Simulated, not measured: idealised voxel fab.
process module | voxel self aligned contacts
cross-section cut | 260 nm wide | cells 5 nm
A cross-section is a grid of square cells, given in bands from the top down. A band is one or more rows of cells.
Each band's line starts with the height of the band's top and of its bottom, in nm. Then come its materials from left to right, each with its width in nm. One material with "throughout" fills the band from edge to edge. "air" is empty space.
Height 0 is the level under which the wafer as received is all one material. The lowest band goes on downwards, as in "0 down".
A width such as "30 to 40" changes by the same amount from each row of cells to the next, from the band's top row to its bottom row.
"no change" after a step means that no cell of the cross-section changed.
closed voids: empty space of 8 cells or more with no open way to the top, each as width x height at its distance from the left edge, in nm
after a step's settings: what the simulator itself notes on the step
overlay nm, on a step with a mask: how far to the right of its planned place the mask lay; to the left if negative
plan
1 op RECEIVE | material Si
2 op OXIDIZE | depth nm 5
3 op DIRECTIONAL_DEP | material polySi | thk nm 20
4 op DIRECTIONAL_DEP | material SiN | thk nm 20
5 op PATTERN | tone cover | mask id GATE | material resist | width nm 35 | pitch nm 60 | thk nm 15 | overlay nm 0
6 op DIRECTIONAL_ETCH | etch materials SiN | depth nm 20
7 op DIRECTIONAL_ETCH | etch materials polySi | depth nm 20
8 op STRIP | etch materials resist
9 op CONFORMAL_DEP | material SiN | thk nm 5
10 op DIRECTIONAL_ETCH | etch materials SiN | depth nm 5
11 op FILL_DEP | material SiO2 | thk nm 15
12 op CMP | height nm 45
13 op PATTERN | tone open | mask id CONTACT | material resist | width nm 35 | thk nm 15 | overlay nm 0
14 op DIRECTIONAL_ETCH | etch materials SiO2 | depth nm 50
15 op STRIP | etch materials resist
16 op CONFORMAL_DEP | material TiN | thk nm 5
17 op FILL_DEP | material Ru | thk nm 5
18 op CMP | height nm 45
19 op CONFORMAL_DEP | material SiCN | thk nm 5
varied across the wafers: width nm of step 13. The plan shows the first wafer's value. All wafers start alike
first wafer as received, after step 1
  0 down: Si throughout
  closed voids: none
first wafer at the end, after step 19
  50 to 45: SiCN throughout
  45 to 40: SiO2 110 | TiN 15 | Ru 5 | TiN 15 | SiO2 115
  40 to 20: SiO2 75 | SiN 45 | TiN 5 | Ru 5 | TiN 5 | SiN 45 | SiO2 80
  20 to 0: SiO2 75 | SiN 5 | polySi 35 | SiN 5 | TiN 5 | Ru 5 | TiN 5 | SiN 5 | polySi 35 | SiN 5 | SiO2 80
  0 to -5: SiO2 120 | TiN 15 | SiO2 125
  -5 down: Si throughout
  closed voids: none
last wafer at the end
  50 to 45: SiCN throughout
  45 to 40: SiO2 100 | TiN 25 | Ru 5 | TiN 30 | SiO2 100
  40 to 20: SiO2 75 | SiN 45 | TiN 5 | Ru 5 | TiN 5 | SiN 45 | SiO2 80
  20 to 0: SiO2 75 | SiN 5 | polySi 35 | SiN 5 | TiN 5 | Ru 5 | TiN 5 | SiN 5 | polySi 35 | SiN 5 | SiO2 80
  0 to -5: SiO2 120 | TiN 15 | SiO2 125
  -5 down: Si throughout
  closed voids: none
each wafer at the end: cells of each material gained (+) or lost (-) since it was received, then its closed voids
width nm 35 | +9 Ru | -52 Si | +52 SiCN | +88 SiN | +342 SiO2 | +25 TiN | +56 polySi | closed voids: none
width nm 40 | +9 Ru | -52 Si | +52 SiCN | +88 SiN | +341 SiO2 | +26 TiN | +56 polySi | closed voids: none
width nm 45 | +9 Ru | -52 Si | +52 SiCN | +88 SiN | +340 SiO2 | +27 TiN | +56 polySi | closed voids: none
width nm 50 | +9 Ru | -52 Si | +52 SiCN | +88 SiN | +339 SiO2 | +28 TiN | +56 polySi | closed voids: none
width nm 55 | +9 Ru | -52 Si | +52 SiCN | +88 SiN | +338 SiO2 | +29 TiN | +56 polySi | closed voids: none
width nm 60 | +9 Ru | -52 Si | +52 SiCN | +88 SiN | +337 SiO2 | +30 TiN | +56 polySi | closed voids: none
